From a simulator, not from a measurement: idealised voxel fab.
The process module that follows is named voxel wiring stack.
It is cross-section cut that appears here, measuring 160 nm in width, its square cells being 5 nm in size.
The cross-sections in this document take the form of a grid made of square cells. They are written out as bands, in order from top to bottom. Each band consists of one or more rows of cells.
Look at the band entry: it leads with the top's height and the bottom's height in nm. Then it lists the materials left to right, with a width in nm for each. The word "everywhere" on a single material says that material fills the band edge to edge. The word "air" is empty space.
Heights are expressed relative to 0, this being the level below which the as-received wafer comprises one material exclusively. The lowest band is unbounded in the downward direction and is denoted as in "0 nm and below".
Read "30..40" as a graded width: first number on top, second number at the bottom, same change between each pair of neighbouring rows.
"remained the same" for a step: no cell of the cross-section changed in that step.
"Voids, sealed": empty spaces of 8 cells or more with no open way to the top, each given as width x height at distance, distance from the left edge, all in nm.
Note: text after step settings on the step line = simulator remark on that step.
overlay nm: step with mask; distance mask lay right of planned place; negative value = left of planned place.

## Here's what the planned process steps look like
1: RECEIVE (material Si)
2: CONFORMAL_DEP (material SiO2; thk nm 10)
3: DIRECTIONAL_DEP (material TiN; thk nm 5)
4: DIRECTIONAL_DEP (material Ru; thk nm 25)
5: MASKED_ETCH (tone cover; mask id METAL_1; width nm 25; pitch nm 50; etch materials Ru; depth nm 25; overlay nm 0)
6: MASKED_ETCH (tone cover; mask id METAL_1; width nm 25; pitch nm 50; etch materials TiN; depth nm 5; overlay nm 0)
7: CONFORMAL_DEP (material SiN; thk nm 5)
8: FILL_DEP (material lowk; thk nm 5)
9: CMP (height nm 40)
10: CONFORMAL_DEP (material SiCN; thk nm 5)
11: DIRECTIONAL_DEP (material SiO2; thk nm 35)
12: DIRECTIONAL_DEP (material aC; thk nm 10)
13: PATTERN (tone open; mask id METAL_2_HOLES; material resist; width nm 15; pitch nm 100; thk nm 30; overlay nm 0)
14: DIRECTIONAL_ETCH (etch materials aC; depth nm 10)
15: STRIP (etch materials resist)
16: DIRECTIONAL_ETCH (etch materials SiO2; depth nm 35)
17: STRIP (etch materials aC)
18: PATTERN (tone open; mask id METAL_2; material resist; width nm 25; pitch nm 50; thk nm 15; overlay nm 0)
19: DIRECTIONAL_ETCH (etch materials SiO2; depth nm 20)
20: DIRECTIONAL_ETCH (etch materials SiCN; depth nm 5)
21: STRIP (etch materials resist)
22: CONFORMAL_DEP (material TiN; thk nm 5)
23: FILL_DEP (material Cu; thk nm 10)
24: CMP (height nm 80)
25: CONFORMAL_DEP (material SiCN; thk nm 5)
26: DIRECTIONAL_DEP (material SiO2; thk nm 30)
27: MASKED_ETCH (tone open; mask id METAL_3; width nm 25; pitch nm 50; etch materials SiO2; depth nm 15; overlay nm 0)
28: DIRECTIONAL_DEP (material aC; thk nm 10)
29: PATTERN (tone open; mask id METAL_3_HOLES; material resist; width nm 15; pitch nm 100; thk nm 30; overlay nm 0)
30: DIRECTIONAL_ETCH (etch materials aC; depth nm 10)
31: STRIP (etch materials resist)
32: DIRECTIONAL_ETCH (etch materials SiO2; depth nm 15)
33: DIRECTIONAL_ETCH (etch materials SiCN; depth nm 5)
34: STRIP (etch materials aC)
35: CONFORMAL_DEP (material TiN; thk nm 5)
36: FILL_DEP (material Ru; thk nm 5)
37: CMP (height nm 115)
38: CONFORMAL_DEP (material SiCN; thk nm 5)
39: DIRECTIONAL_DEP (material lowk; thk nm 25)
40: DIRECTIONAL_DEP (material aC; thk nm 15)
41: PATTERN (tone open; mask id METAL_4_HOLES; material resist; width nm 15; pitch nm 100; thk nm 30; overlay nm 0)
42: DIRECTIONAL_ETCH (etch materials aC; depth nm 15)
43: STRIP (etch materials resist)
44: DIRECTIONAL_ETCH (etch materials lowk; depth nm 25)
45: STRIP (etch materials aC)
46: DIRECTIONAL_DEP (material aC; thk nm 15)
47: PATTERN (tone open; mask id METAL_4; material resist; width nm 25; pitch nm 50; thk nm 30; overlay nm 0)
48: DIRECTIONAL_ETCH (etch materials aC; depth nm 15)
49: STRIP (etch materials resist)
50: DIRECTIONAL_ETCH (etch materials lowk; depth nm 15)
51: DIRECTIONAL_ETCH (etch materials SiCN; depth nm 5)
52: STRIP (etch materials aC)
53: CONFORMAL_DEP (material TiN; thk nm 5)
54: FILL_DEP (material Ru; thk nm 10)
55: CMP (height nm 145)
56: CONFORMAL_DEP (material SiN; thk nm 5)
For this document, wafers share an identical start and vary in the step 3 thk nm; the plan quotes the first wafer's value.

## Cross-section, first of several wafers, as delivered after step 1
- 0 nm and below  Si everywhere
- Voids, sealed: none

## Here's the first of several wafers in cross-section, end of the module, after the last step, step 56
- 150 nm to 145 nm  SiN everywhere
- 145 nm to 135 nm  lowk: 15, TiN: 5, Ru: 15, TiN: 5, lowk: 25, TiN: 5, Ru: 15, TiN: 5, lowk: 25, TiN: 5, Ru: 15, TiN: 5, lowk: 20
- 135 nm to 130 nm  lowk: 15, TiN: 5, Ru: 5, TiN: 15, lowk: 25, TiN: 25, lowk: 25, TiN: 5, Ru: 5, TiN: 15, lowk: 20
- 130 nm to 120 nm  lowk: 15, TiN: 5, Ru: 5, TiN: 5, lowk: 85, TiN: 5, Ru: 5, TiN: 5, lowk: 30
- 120 nm to 115 nm  SiCN: 15, TiN: 15, SiCN: 85, TiN: 15, SiCN: 30
- 115 nm to 105 nm  SiO2: 15, TiN: 5, Ru: 15, TiN: 5, SiO2: 25, TiN: 5, Ru: 15, TiN: 5, SiO2: 25, TiN: 5, Ru: 15, TiN: 5, SiO2: 20
- 105 nm to 100 nm  SiO2: 15, TiN: 5, Ru: 5, TiN: 15, SiO2: 25, TiN: 25, SiO2: 25, TiN: 5, Ru: 5, TiN: 15, SiO2: 20
- 100 nm to 85 nm  SiO2: 15, TiN: 5, Ru: 5, TiN: 5, SiO2: 85, TiN: 5, Ru: 5, TiN: 5, SiO2: 30
- 85 nm to 80 nm  SiCN: 15, TiN: 15, SiCN: 85, TiN: 15, SiCN: 30
- 80 nm to 65 nm  SiO2: 15, TiN: 5, Cu: 15, TiN: 5, SiO2: 25, TiN: 5, Cu: 15, TiN: 5, SiO2: 25, TiN: 5, Cu: 15, TiN: 5, SiO2: 20
- 65 nm to 60 nm  SiO2: 15, TiN: 5, Cu: 5, TiN: 15, SiO2: 25, TiN: 25, SiO2: 25, TiN: 5, Cu: 5, TiN: 15, SiO2: 20
- 60 nm to 45 nm  SiO2: 15, TiN: 5, Cu: 5, TiN: 5, SiO2: 85, TiN: 5, Cu: 5, TiN: 5, SiO2: 30
- 45 nm to 40 nm  SiCN: 15, TiN: 15, SiCN: 85, TiN: 15, SiCN: 30
- 40 nm to 15 nm  lowk: 10, SiN: 5, Ru: 25, SiN: 5, lowk: 15, SiN: 5, Ru: 25, SiN: 5, lowk: 15, SiN: 5, Ru: 25, SiN: 5, lowk: 15
- 15 nm to 10 nm  SiN: 15, TiN: 25, SiN: 25, TiN: 25, SiN: 25, TiN: 25, SiN: 20
- 10 nm to 0 nm  SiO2 everywhere
- 0 nm and below  Si everywhere
- Voids, sealed: none

## Cross-section, last wafer, module completion
- 150 nm to 145 nm  SiN everywhere
- 145 nm to 135 nm  lowk: 15, TiN: 5, Ru: 15, TiN: 5, lowk: 25, TiN: 5, Ru: 15, TiN: 5, lowk: 25, TiN: 5, Ru: 15, TiN: 5, lowk: 20
- 135 nm to 130 nm  lowk: 15, TiN: 5, Ru: 5, TiN: 15, lowk: 25, TiN: 25, lowk: 25, TiN: 5, Ru: 5, TiN: 15, lowk: 20
- 130 nm to 120 nm  lowk: 15, TiN: 5, Ru: 5, TiN: 5, lowk: 85, TiN: 5, Ru: 5, TiN: 5, lowk: 30
- 120 nm to 115 nm  SiCN: 15, TiN: 15, SiCN: 85, TiN: 15, SiCN: 30
- 115 nm to 105 nm  SiO2: 15, TiN: 5, Ru: 15, TiN: 5, SiO2: 25, TiN: 5, Ru: 15, TiN: 5, SiO2: 25, TiN: 5, Ru: 15, TiN: 5, SiO2: 20
- 105 nm to 100 nm  SiO2: 15, TiN: 5, Ru: 5, TiN: 15, SiO2: 25, TiN: 25, SiO2: 25, TiN: 5, Ru: 5, TiN: 15, SiO2: 20
- 100 nm to 85 nm  SiO2: 15, TiN: 5, Ru: 5, TiN: 5, SiO2: 85, TiN: 5, Ru: 5, TiN: 5, SiO2: 30
- 85 nm to 80 nm  SiCN: 15, TiN: 15, SiCN: 85, TiN: 15, SiCN: 30
- 80 nm to 65 nm  SiO2: 15, TiN: 5, Cu: 15, TiN: 5, SiO2: 25, TiN: 5, Cu: 15, TiN: 5, SiO2: 25, TiN: 5, Cu: 15, TiN: 5, SiO2: 20
- 65 nm to 60 nm  SiO2: 15, TiN: 5, Cu: 5, TiN: 15, SiO2: 25, TiN: 25, SiO2: 25, TiN: 5, Cu: 5, TiN: 15, SiO2: 20
- 60 nm to 45 nm  SiO2: 15, TiN: 5, Cu: 5, TiN: 5, SiO2: 85, TiN: 5, Cu: 5, TiN: 5, SiO2: 30
- 45 nm to 40 nm  SiCN: 15, TiN: 15, SiCN: 85, TiN: 15, SiCN: 30
- 40 nm to 30 nm  lowk: 10, SiN: 5, Ru: 25, SiN: 5, lowk: 15, SiN: 5, Ru: 25, SiN: 5, lowk: 15, SiN: 5, Ru: 25, SiN: 5, lowk: 15
- 30 nm to 25 nm  SiN: 15, TiN: 25, SiN: 25, TiN: 25, SiN: 25, TiN: 25, SiN: 20
- 25 nm to 10 nm  TiN everywhere
- 10 nm to 0 nm  SiO2 everywhere
- 0 nm and below  Si everywhere
- Voids, sealed: none

## Per wafer (row), end of module: delta in cells per material since receipt, (+) for gained, (-) for lost; closed voids after that
thk nm 5 | +35 Cu | +125 Ru | +78 SiCN | +79 SiN | +339 SiO2 | +146 TiN | +158 lowk | Voids, sealed: none
thk nm 10 | +35 Cu | +110 Ru | +78 SiCN | +73 SiN | +339 SiO2 | +178 TiN | +147 lowk | Voids, sealed: none
thk nm 15 | +35 Cu | +95 Ru | +78 SiCN | +67 SiN | +339 SiO2 | +210 TiN | +136 lowk | Voids, sealed: none
thk nm 20 | +35 Cu | +80 Ru | +78 SiCN | +61 SiN | +339 SiO2 | +242 TiN | +125 lowk | Voids, sealed: none
